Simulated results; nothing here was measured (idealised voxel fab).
process module | voxel released beams
cross-section cut | 185 nm wide | cells 5 nm
A cross-section is a grid of square cells, given in bands from the top down. A band is one or more rows of cells.
Each band's line starts with the height of the band's top and of its bottom, in nm. Then come its materials from left to right, each with its width in nm. One material with "throughout" fills the band from edge to edge. "air" is empty space.
Height 0 is the level under which the wafer as received is all one material. The lowest band goes on downwards, as in "0 down".
A width such as "30 to 40" changes by the same amount from each row of cells to the next, from the band's top row to its bottom row.
"no change" after a step means that no cell of the cross-section changed.
closed voids: empty space of 8 cells or more with no open way to the top, each as width x height at its distance from the left edge, in nm
after a step's settings: what the simulator itself notes on the step
overlay nm, on a step with a mask: how far to the right of its planned place the mask lay; to the left if negative
plan
1 op RECEIVE | material Si
2 op CONFORMAL_DEP | material SiN | thk nm 5
3 op DIRECTIONAL_DEP | material SiO2 | thk nm 15
4 op PATTERN | tone open | mask id ANCHOR | material resist | width nm 30 | thk nm 20 | overlay nm 0
5 op DIRECTIONAL_ETCH | etch materials SiO2 | depth nm 15
6 op STRIP | etch materials resist
7 op CONFORMAL_DEP | material TiN | thk nm 10
8 op MASKED_ETCH | tone cover | mask id BEAM | width nm 95 | etch materials TiN | depth nm 10 | overlay nm 0
9 op STRIP | etch materials SiO2
first wafer, as planned
as received, after step 1
  0 down: Si throughout
  closed voids: none
after step 2
  5 to 0: SiN throughout
  below 0: unchanged
after step 3
  20 to 5: SiO2 throughout
  below 5: unchanged
after step 4
  40 to 20: resist 45 | air 30 | resist 110
  below 20: unchanged
after step 5
  40 to 20: resist 45 | air 30 | resist 110
  20 to 5: SiO2 45 | air 30 | SiO2 110
  below 5: unchanged
after step 6
  20 to 5: SiO2 45 | air 30 | SiO2 110
  below 5: unchanged
after step 7
  30 to 20: TiN 55 | air 10 | TiN 120
  20 to 15: SiO2 45 | TiN 10 | air 10 | TiN 10 | SiO2 110
  15 to 5: SiO2 45 | TiN 30 | SiO2 110
  below 5: unchanged
after step 8
  30 to 20: air 40 | TiN 15 | air 10 | TiN 70 | air 50
  below 20: unchanged
after step 9
  30 to 20: air 40 | TiN 15 | air 10 | TiN 70 | air 50
  20 to 15: air 45 | TiN 10 | air 10 | TiN 10 | air 110
  15 to 5: air 45 | TiN 30 | air 110
  below 5: unchanged
second wafer: like start, like plan, one mistake. Through step 3 it matches the first wafer
when step 4 should have ended
  40 to 20: resist 50 | air 30 | resist 105
  below 20: unchanged
when step 5 should have ended
  40 to 20: resist 50 | air 30 | resist 105
  20 to 5: SiO2 50 | air 30 | SiO2 105
  below 5: unchanged
when step 6 should have ended
  20 to 5: SiO2 50 | air 30 | SiO2 105
  below 5: unchanged
when step 7 should have ended
  30 to 20: TiN 60 | air 10 | TiN 115
  20 to 15: SiO2 50 | TiN 10 | air 10 | TiN 10 | SiO2 105
  15 to 5: SiO2 50 | TiN 30 | SiO2 105
  below 5: unchanged
when step 8 should have ended
  30 to 20: air 40 | TiN 20 | air 10 | TiN 65 | air 50
  below 20: unchanged
when step 9 should have ended
  30 to 20: air 40 | TiN 20 | air 10 | TiN 65 | air 50
  20 to 15: air 50 | TiN 10 | air 10 | TiN 10 | air 105
  15 to 5: air 50 | TiN 30 | air 105
  below 5: unchanged
what went wrong: step 4 ran as: op PATTERN | tone open | mask id ANCHOR | material resist | width nm 30 | thk nm 20 | overlay nm 5
at the end the second wafer has, in cells: as many of each material as the first, in other places
